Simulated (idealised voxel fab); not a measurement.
process module | voxel released beams
cross-section cut | 215 nm wide | cells 5 nm
A cross-section is a grid of square cells, given in bands from the top down. A band is one or more rows of cells.
Each band's line starts with the height of the band's top and of its bottom, in nm. Then come its materials from left to right, each with its width in nm. One material with "throughout" fills the band from edge to edge. "air" is empty space.
Height 0 is the level under which the wafer as received is all one material. The lowest band goes on downwards, as in "0 down".
A width such as "30 to 40" changes by the same amount from each row of cells to the next, from the band's top row to its bottom row.
"no change" after a step means that no cell of the cross-section changed.
closed voids: empty space of 8 cells or more with no open way to the top, each as width x height at its distance from the left edge, in nm
after a step's settings: what the simulator itself notes on the step
overlay nm, on a step with a mask: how far to the right of its planned place the mask lay; to the left if negative
plan
1 op RECEIVE | material Si
2 op CONFORMAL_DEP | material SiN | thk nm 10
3 op DIRECTIONAL_DEP | material SiO2 | thk nm 10
4 op DIRECTIONAL_DEP | material aC | thk nm 10
5 op PATTERN | tone open | mask id ANCHOR | material resist | width nm 40 | thk nm 25 | overlay nm 0
6 op DIRECTIONAL_ETCH | etch materials aC | depth nm 10
7 op STRIP | etch materials resist
8 op DIRECTIONAL_ETCH | etch materials SiO2 | depth nm 10
9 op STRIP | etch materials aC
10 op CONFORMAL_DEP | material polySi | thk nm 15
11 op MASKED_ETCH | tone cover | mask id BEAM | width nm 100 | etch materials polySi | depth nm 15 | overlay nm 0
12 op STRIP | etch materials SiO2
first wafer, as planned
as received, after step 1
  0 down: Si throughout
  closed voids: none
after step 2
  10 to 0: SiN throughout
  below 0: unchanged
after step 3
  20 to 10: SiO2 throughout
  below 10: unchanged
after step 4
  30 to 20: aC throughout
  below 20: unchanged
after step 5
  55 to 30: resist 60 | air 40 | resist 115
  below 30: unchanged
after step 6
  45 to 30: resist 60 | air 40 | resist 115
  30 to 20: aC 60 | air 40 | aC 115
  below 20: unchanged
after step 7
  30 to 20: aC 60 | air 40 | aC 115
  below 20: unchanged
after step 8
  30 to 20: aC 60 | air 40 | aC 115
  20 to 10: SiO2 60 | air 40 | SiO2 115
  below 10: unchanged
after step 9
  20 to 10: SiO2 60 | air 40 | SiO2 115
  below 10: unchanged
after step 10
  35 to 25: polySi 75 | air 10 | polySi 130
  25 to 20: polySi throughout
  20 to 10: SiO2 60 | polySi 40 | SiO2 115
  below 10: unchanged
after step 11
  35 to 25: air 55 | polySi 20 | air 10 | polySi 70 | air 60
  25 to 20: air 55 | polySi 100 | air 60
  below 20: unchanged
after step 12
  35 to 25: air 55 | polySi 20 | air 10 | polySi 70 | air 60
  25 to 20: air 55 | polySi 100 | air 60
  20 to 10: air 60 | polySi 40 | air 115
  below 10: unchanged
second wafer: like start, like plan, one mistake. Through step 9 it matches the first wafer
when step 10 should have ended
  50 to 20: polySi throughout
  20 to 10: SiO2 60 | polySi 40 | SiO2 115
  below 10: unchanged
when step 11 should have ended
  50 to 35: air 55 | polySi 100 | air 60
  below 35: unchanged
when step 12 should have ended: no change
what went wrong: step 10 was run twice
at the end the second wafer has, in cells: 70 more of SiO2 | 133 more of polySi
